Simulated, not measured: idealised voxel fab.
process module | voxel transistor to metal
cross-section cut | 205 nm wide | cells 5 nm
A cross-section is a grid of square cells, given in bands from the top down. A band is one or more rows of cells.
Each band's line starts with the height of the band's top and of its bottom, in nm. Then come its materials from left to right, each with its width in nm. One material with "throughout" fills the band from edge to edge. "air" is empty space.
Height 0 is the level under which the wafer as received is all one material. The lowest band goes on downwards, as in "0 down".
A width such as "30 to 40" changes by the same amount from each row of cells to the next, from the band's top row to its bottom row.
"no change" after a step means that no cell of the cross-section changed.
closed voids: empty space of 8 cells or more with no open way to the top, each as width x height at its distance from the left edge, in nm
after a step's settings: what the simulator itself notes on the step
overlay nm, on a step with a mask: how far to the right of its planned place the mask lay; to the left if negative
plan
1 op RECEIVE | material Si
2 op OXIDIZE | depth nm 5
3 op CONFORMAL_DEP | material SiN | thk nm 15
4 op DIRECTIONAL_DEP | material aC | thk nm 10
5 op PATTERN | tone cover | mask id ACTIVE | material resist | width nm 105 | thk nm 30 | overlay nm 0
6 op DIRECTIONAL_ETCH | etch materials aC | depth nm 10
7 op STRIP | etch materials resist
8 op DIRECTIONAL_ETCH | etch materials SiN | depth nm 15
9 op DIRECTIONAL_ETCH | etch materials SiO2 | depth nm 5
10 op DIRECTIONAL_ETCH | etch materials Si | depth nm 35
11 op STRIP | etch materials aC
12 op FILL_DEP | material SiO2 | thk nm 15
13 op CMP | height nm 15
14 op SELECTIVE_ETCH | etch materials SiO2 | depth nm 5
15 op STRIP | etch materials SiN
16 op SELECTIVE_ETCH | etch materials SiO2 | depth nm 5
17 op OXIDIZE | depth nm 5
18 op DIRECTIONAL_DEP | material polySi | thk nm 25
19 op DIRECTIONAL_DEP | material SiCN | thk nm 15
20 op MASKED_ETCH | tone cover | mask id GATE | width nm 25 | etch materials SiCN | depth nm 25 | overlay nm 0
21 op MASKED_ETCH | tone cover | mask id GATE | width nm 25 | etch materials polySi | depth nm 35 | overlay nm 0
22 op CONFORMAL_DEP | material SiN | thk nm 5
23 op DIRECTIONAL_ETCH | etch materials SiN | depth nm 5
24 op DIRECTIONAL_ETCH | etch materials SiO2 | depth nm 5
25 op EPI | material SiGe | thk nm 5
26 op FILL_DEP | material SiO2 | thk nm 5
27 op CMP | height nm 35
28 op DIRECTIONAL_DEP | material SiO2 | thk nm 10
29 op MASKED_ETCH | tone open | mask id CONTACT | width nm 30 | pitch nm 65 | etch materials SiO2 | depth nm 50 | overlay nm 0
30 op CONFORMAL_DEP | material TiN | thk nm 5
31 op FILL_DEP | material W | thk nm 5
32 op CMP | height nm 45
33 op DIRECTIONAL_DEP | material TiN | thk nm 5
34 op DIRECTIONAL_DEP | material W | thk nm 25
35 op MASKED_ETCH | tone cover | mask id METAL_1 | width nm 15 | pitch nm 80 | etch materials W | depth nm 25 | overlay nm 0
36 op MASKED_ETCH | tone cover | mask id METAL_1 | width nm 15 | pitch nm 80 | etch materials TiN | depth nm 5 | overlay nm 0
37 op FILL_DEP | material lowk | thk nm 5
38 op CMP | height nm 75
39 op CONFORMAL_DEP | material SiCN | thk nm 5
40 op DIRECTIONAL_DEP | material lowk | thk nm 25
41 op DIRECTIONAL_DEP | material aC | thk nm 15
42 op PATTERN | tone open | mask id METAL_2 | material resist | width nm 15 | pitch nm 80 | thk nm 30 | overlay nm 0
43 op DIRECTIONAL_ETCH | etch materials aC | depth nm 15
44 op STRIP | etch materials resist
45 op DIRECTIONAL_ETCH | etch materials lowk | depth nm 15
46 op STRIP | etch materials aC
47 op DIRECTIONAL_DEP | material aC | thk nm 10
48 op PATTERN | tone open | mask id METAL_2_HOLES | material resist | width nm 15 | pitch nm 80 | thk nm 30 | overlay nm 0
49 op DIRECTIONAL_ETCH | etch materials aC | depth nm 10
50 op STRIP | etch materials resist
51 op DIRECTIONAL_ETCH | etch materials lowk | depth nm 10
52 op DIRECTIONAL_ETCH | etch materials SiCN | depth nm 5
53 op STRIP | etch materials aC
54 op CONFORMAL_DEP | material TiN | thk nm 5
55 op FILL_DEP | material Cu | thk nm 5
56 op CMP | height nm 105
57 op CONFORMAL_DEP | material SiCN | thk nm 5
first wafer, as planned
as received, after step 1
  0 down: Si throughout
  closed voids: none
after step 2
  0 to -5: SiO2 throughout
  below -5: unchanged
after step 3
  15 to 0: SiN throughout
  below 0: unchanged
after step 4
  25 to 15: aC throughout
  below 15: unchanged
after step 5
  55 to 25: air 50 | resist 105 | air 50
  below 25: unchanged
after step 6
  45 to 25: air 50 | resist 105 | air 50
  25 to 15: air 50 | aC 105 | air 50
  below 15: unchanged
after step 7
  25 to 15: air 50 | aC 105 | air 50
  below 15: unchanged
after step 8
  25 to 15: air 50 | aC 105 | air 50
  15 to 0: air 50 | SiN 105 | air 50
  below 0: unchanged
after step 9
  25 to 15: air 50 | aC 105 | air 50
  15 to 0: air 50 | SiN 105 | air 50
  0 to -5: air 50 | SiO2 105 | air 50
  below -5: unchanged
after step 10
  25 to 15: air 50 | aC 105 | air 50
  15 to 0: air 50 | SiN 105 | air 50
  0 to -5: air 50 | SiO2 105 | air 50
  -5 to -40: air 50 | Si 105 | air 50
  below -40: unchanged
after step 11
  15 to 0: air 50 | SiN 105 | air 50
  below 0: unchanged
after step 12
  30 to 15: SiO2 throughout
  15 to 0: SiO2 50 | SiN 105 | SiO2 50
  0 to -5: SiO2 throughout
  -5 to -40: SiO2 50 | Si 105 | SiO2 50
  below -40: unchanged
after step 13
  15 to 0: SiO2 50 | SiN 105 | SiO2 50
  below 0: unchanged
after step 14
  15 to 10: air 50 | SiN 105 | air 50
  below 10: unchanged
after step 15
  10 to 0: SiO2 50 | air 105 | SiO2 50
  below 0: unchanged
after step 16
  5 to -5: SiO2 45 | air 115 | SiO2 45
  below -5: unchanged
after step 17
  5 to -5: SiO2 45 | air 115 | SiO2 45
  -5 to -10: SiO2 throughout
  below -10: unchanged
after step 18
  30 to 20: polySi 45 | air 115 | polySi 45
  20 to 5: polySi throughout
  5 to -5: SiO2 45 | polySi 115 | SiO2 45
  below -5: unchanged
after step 19
  45 to 35: SiCN 45 | air 115 | SiCN 45
  35 to 30: SiCN throughout
  30 to 20: polySi 45 | SiCN 115 | polySi 45
  below 20: unchanged
after step 20
  35 to 30: air 90 | SiCN 25 | air 90
  30 to 20: polySi 45 | air 45 | SiCN 25 | air 45 | polySi 45
  below 20: unchanged
after step 21
  35 to 20: air 90 | SiCN 25 | air 90
  20 to 5: air 90 | polySi 25 | air 90
  5 to -5: SiO2 45 | air 45 | polySi 25 | air 45 | SiO2 45
  below -5: unchanged
after step 22
  40 to 35: air 85 | SiN 35 | air 85
  35 to 20: air 85 | SiN 5 | SiCN 25 | SiN 5 | air 85
  20 to 10: air 85 | SiN 5 | polySi 25 | SiN 5 | air 85
  10 to 5: SiN 50 | air 35 | SiN 5 | polySi 25 | SiN 5 | air 35 | SiN 50
  5 to 0: SiO2 45 | SiN 5 | air 35 | SiN 5 | polySi 25 | SiN 5 | air 35 | SiN 5 | SiO2 45
  0 to -5: SiO2 45 | SiN 45 | polySi 25 | SiN 45 | SiO2 45
  below -5: unchanged
after step 23
  35 to 20: air 85 | SiN 5 | SiCN 25 | SiN 5 | air 85
  20 to 5: air 85 | SiN 5 | polySi 25 | SiN 5 | air 85
  5 to -5: SiO2 45 | SiN 5 | air 35 | SiN 5 | polySi 25 | SiN 5 | air 35 | SiN 5 | SiO2 45
  below -5: unchanged
after step 24
  35 to 20: air 85 | SiN 5 | SiCN 25 | SiN 5 | air 85
  20 to 5: air 85 | SiN 5 | polySi 25 | SiN 5 | air 85
  5 to 0: air 45 | SiN 5 | air 35 | SiN 5 | polySi 25 | SiN 5 | air 35 | SiN 5 | air 45
  0 to -5: SiO2 45 | SiN 5 | air 35 | SiN 5 | polySi 25 | SiN 5 | air 35 | SiN 5 | SiO2 45
  -5 to -10: SiO2 50 | air 35 | SiO2 35 | air 35 | SiO2 50
  below -10: unchanged
after step 25
  35 to 20: air 85 | SiN 5 | SiCN 25 | SiN 5 | air 85
  20 to 5: air 85 | SiN 5 | polySi 25 | SiN 5 | air 85
  5 to 0: air 45 | SiN 5 | air 35 | SiN 5 | polySi 25 | SiN 5 | air 35 | SiN 5 | air 45
  0 to -5: SiO2 45 | SiN 5 | air 35 | SiN 5 | polySi 25 | SiN 5 | air 35 | SiN 5 | SiO2 45
  -5 to -10: SiO2 50 | SiGe 35 | SiO2 35 | SiGe 35 | SiO2 50
  below -10: unchanged
after step 26
  40 to 35: SiO2 throughout
  35 to 20: SiO2 85 | SiN 5 | SiCN 25 | SiN 5 | SiO2 85
  20 to 5: SiO2 85 | SiN 5 | polySi 25 | SiN 5 | SiO2 85
  5 to -5: SiO2 45 | SiN 5 | SiO2 35 | SiN 5 | polySi 25 | SiN 5 | SiO2 35 | SiN 5 | SiO2 45
  below -5: unchanged
after step 27
  35 to 20: SiO2 85 | SiN 5 | SiCN 25 | SiN 5 | SiO2 85
  below 20: unchanged
after step 28
  45 to 35: SiO2 throughout
  below 35: unchanged
after step 29
  45 to 35: SiO2 55 | air 30 | SiO2 35 | air 30 | SiO2 55
  35 to 20: SiO2 55 | air 30 | SiN 5 | SiCN 25 | SiN 5 | air 30 | SiO2 55
  20 to 5: SiO2 55 | air 30 | SiN 5 | polySi 25 | SiN 5 | air 30 | SiO2 55
  5 to -5: SiO2 45 | SiN 5 | SiO2 5 | air 30 | SiN 5 | polySi 25 | SiN 5 | air 30 | SiO2 5 | SiN 5 | SiO2 45
  below -5: unchanged
after step 30
  50 to 45: TiN 60 | air 20 | TiN 45 | air 20 | TiN 60
  45 to 35: SiO2 55 | TiN 5 | air 20 | TiN 5 | SiO2 35 | TiN 5 | air 20 | TiN 5 | SiO2 55
  35 to 20: SiO2 55 | TiN 5 | air 20 | TiN 5 | SiN 5 | SiCN 25 | SiN 5 | TiN 5 | air 20 | TiN 5 | SiO2 55
  20 to 5: SiO2 55 | TiN 5 | air 20 | TiN 5 | SiN 5 | polySi 25 | SiN 5 | TiN 5 | air 20 | TiN 5 | SiO2 55
  5 to 0: SiO2 45 | SiN 5 | SiO2 5 | TiN 5 | air 20 | TiN 5 | SiN 5 | polySi 25 | SiN 5 | TiN 5 | air 20 | TiN 5 | SiO2 5 | SiN 5 | SiO2 45
  0 to -5: SiO2 45 | SiN 5 | SiO2 5 | TiN 30 | SiN 5 | polySi 25 | SiN 5 | TiN 30 | SiO2 5 | SiN 5 | SiO2 45
  below -5: unchanged
after step 31
  55 to 50: W throughout
  50 to 45: TiN 60 | W 20 | TiN 45 | W 20 | TiN 60
  45 to 35: SiO2 55 | TiN 5 | W 20 | TiN 5 | SiO2 35 | TiN 5 | W 20 | TiN 5 | SiO2 55
  35 to 20: SiO2 55 | TiN 5 | W 20 | TiN 5 | SiN 5 | SiCN 25 | SiN 5 | TiN 5 | W 20 | TiN 5 | SiO2 55
  20 to 5: SiO2 55 | TiN 5 | W 20 | TiN 5 | SiN 5 | polySi 25 | SiN 5 | TiN 5 | W 20 | TiN 5 | SiO2 55
  5 to 0: SiO2 45 | SiN 5 | SiO2 5 | TiN 5 | W 20 | TiN 5 | SiN 5 | polySi 25 | SiN 5 | TiN 5 | W 20 | TiN 5 | SiO2 5 | SiN 5 | SiO2 45
  below 0: unchanged
after step 32
  45 to 35: SiO2 55 | TiN 5 | W 20 | TiN 5 | SiO2 35 | TiN 5 | W 20 | TiN 5 | SiO2 55
  below 35: unchanged
after step 33
  50 to 45: TiN throughout
  below 45: unchanged
after step 34
  75 to 50: W throughout
  below 50: unchanged
after step 35
  75 to 50: air 55 | W 15 | air 65 | W 15 | air 55
  below 50: unchanged
after step 36
  75 to 50: air 55 | W 15 | air 65 | W 15 | air 55
  50 to 45: air 55 | TiN 15 | air 65 | TiN 15 | air 55
  below 45: unchanged
after step 37
  80 to 75: lowk throughout
  75 to 50: lowk 55 | W 15 | lowk 65 | W 15 | lowk 55
  50 to 45: lowk 55 | TiN 15 | lowk 65 | TiN 15 | lowk 55
  below 45: unchanged
after step 38
  75 to 50: lowk 55 | W 15 | lowk 65 | W 15 | lowk 55
  below 50: unchanged
after step 39
  80 to 75: SiCN throughout
  below 75: unchanged
after step 40
  105 to 80: lowk throughout
  below 80: unchanged
after step 41
  120 to 105: aC throughout
  below 105: unchanged
after step 42
  150 to 120: resist 55 | air 15 | resist 65 | air 15 | resist 55
  below 120: unchanged
after step 43
  135 to 120: resist 55 | air 15 | resist 65 | air 15 | resist 55
  120 to 105: aC 55 | air 15 | aC 65 | air 15 | aC 55
  below 105: unchanged
after step 44
  120 to 105: aC 55 | air 15 | aC 65 | air 15 | aC 55
  below 105: unchanged
after step 45
  120 to 105: aC 55 | air 15 | aC 65 | air 15 | aC 55
  105 to 90: lowk 55 | air 15 | lowk 65 | air 15 | lowk 55
  below 90: unchanged
after step 46
  105 to 90: lowk 55 | air 15 | lowk 65 | air 15 | lowk 55
  below 90: unchanged
after step 47
  115 to 105: aC 55 | air 15 | aC 65 | air 15 | aC 55
  105 to 100: lowk 55 | air 15 | lowk 65 | air 15 | lowk 55
  100 to 90: lowk 55 | aC 15 | lowk 65 | aC 15 | lowk 55
  below 90: unchanged
after step 48
  145 to 115: resist 55 | air 15 | resist 65 | air 15 | resist 55
  below 115: unchanged
after step 49
  135 to 115: resist 55 | air 15 | resist 65 | air 15 | resist 55
  115 to 105: aC 55 | air 15 | aC 65 | air 15 | aC 55
  105 to 90: lowk 55 | air 15 | lowk 65 | air 15 | lowk 55
  below 90: unchanged
after step 50
  115 to 105: aC 55 | air 15 | aC 65 | air 15 | aC 55
  below 105: unchanged
after step 51
  115 to 105: aC 55 | air 15 | aC 65 | air 15 | aC 55
  105 to 80: lowk 55 | air 15 | lowk 65 | air 15 | lowk 55
  below 80: unchanged
after step 52
  115 to 105: aC 55 | air 15 | aC 65 | air 15 | aC 55
  105 to 80: lowk 55 | air 15 | lowk 65 | air 15 | lowk 55
  80 to 75: SiCN 55 | air 15 | SiCN 65 | air 15 | SiCN 55
  below 75: unchanged
after step 53
  105 to 80: lowk 55 | air 15 | lowk 65 | air 15 | lowk 55
  below 80: unchanged
after step 54
  110 to 105: TiN 60 | air 5 | TiN 75 | air 5 | TiN 60
  105 to 80: lowk 55 | TiN 5 | air 5 | TiN 5 | lowk 65 | TiN 5 | air 5 | TiN 5 | lowk 55
  80 to 75: SiCN 55 | TiN 15 | SiCN 65 | TiN 15 | SiCN 55
  below 75: unchanged
after step 55
  115 to 110: Cu throughout
  110 to 105: TiN 60 | Cu 5 | TiN 75 | Cu 5 | TiN 60
  105 to 80: lowk 55 | TiN 5 | Cu 5 | TiN 5 | lowk 65 | TiN 5 | Cu 5 | TiN 5 | lowk 55
  below 80: unchanged
after step 56
  105 to 80: lowk 55 | TiN 5 | Cu 5 | TiN 5 | lowk 65 | TiN 5 | Cu 5 | TiN 5 | lowk 55
  below 80: unchanged
after step 57
  110 to 105: SiCN throughout
  below 105: unchanged
second wafer: like start, like plan, one mistake. Through step 47 it matches the first wafer
when step 48 should have ended
  145 to 115: resist 55 | air 20 | resist 60 | air 20 | resist 50
  below 115: unchanged
when step 49 should have ended
  135 to 115: resist 55 | air 20 | resist 60 | air 20 | resist 50
  115 to 105: aC 55 | air 20 | aC 60 | air 20 | aC 50
  105 to 90: lowk 55 | air 15 | lowk 65 | air 15 | lowk 55
  below 90: unchanged
when step 50 should have ended
  115 to 105: aC 55 | air 20 | aC 60 | air 20 | aC 50
  below 105: unchanged
when step 51 should have ended
  115 to 105: aC 55 | air 20 | aC 60 | air 20 | aC 50
  105 to 95: lowk 55 | air 20 | lowk 60 | air 20 | lowk 50
  95 to 80: lowk 55 | air 15 | lowk 65 | air 15 | lowk 55
  below 80: unchanged
when step 52 should have ended
  115 to 105: aC 55 | air 20 | aC 60 | air 20 | aC 50
  105 to 95: lowk 55 | air 20 | lowk 60 | air 20 | lowk 50
  95 to 80: lowk 55 | air 15 | lowk 65 | air 15 | lowk 55
  80 to 75: SiCN 55 | air 15 | SiCN 65 | air 15 | SiCN 55
  below 75: unchanged
when step 53 should have ended
  105 to 95: lowk 55 | air 20 | lowk 60 | air 20 | lowk 50
  below 95: unchanged
when step 54 should have ended
  110 to 105: TiN 60 | air 10 | TiN 70 | air 10 | TiN 55
  105 to 95: lowk 55 | TiN 5 | air 10 to 5 | TiN 5 to 10 | lowk 60 | TiN 5 | air 10 to 5 | TiN 5 to 10 | lowk 50
  95 to 80: lowk 55 | TiN 5 | air 5 | TiN 5 | lowk 65 | TiN 5 | air 5 | TiN 5 | lowk 55
  80 to 75: SiCN 55 | TiN 15 | SiCN 65 | TiN 15 | SiCN 55
  below 75: unchanged
when step 55 should have ended
  115 to 110: Cu throughout
  110 to 105: TiN 60 | Cu 10 | TiN 70 | Cu 10 | TiN 55
  105 to 95: lowk 55 | TiN 5 | Cu 10 to 5 | TiN 5 to 10 | lowk 60 | TiN 5 | Cu 10 to 5 | TiN 5 to 10 | lowk 50
  95 to 80: lowk 55 | TiN 5 | Cu 5 | TiN 5 | lowk 65 | TiN 5 | Cu 5 | TiN 5 | lowk 55
  below 80: unchanged
when step 56 should have ended
  105 to 95: lowk 55 | TiN 5 | Cu 10 to 5 | TiN 5 to 10 | lowk 60 | TiN 5 | Cu 10 to 5 | TiN 5 to 10 | lowk 50
  below 95: unchanged
when step 57 should have ended
  110 to 105: SiCN throughout
  below 105: unchanged
what went wrong: step 48 ran as: op PATTERN | tone open | mask id METAL_2_HOLES | material resist | width nm 20 | pitch nm 80 | thk nm 30 | overlay nm 0
at the end the second wafer has, in cells: 2 more of Cu | 2 more of TiN | 4 fewer of lowk
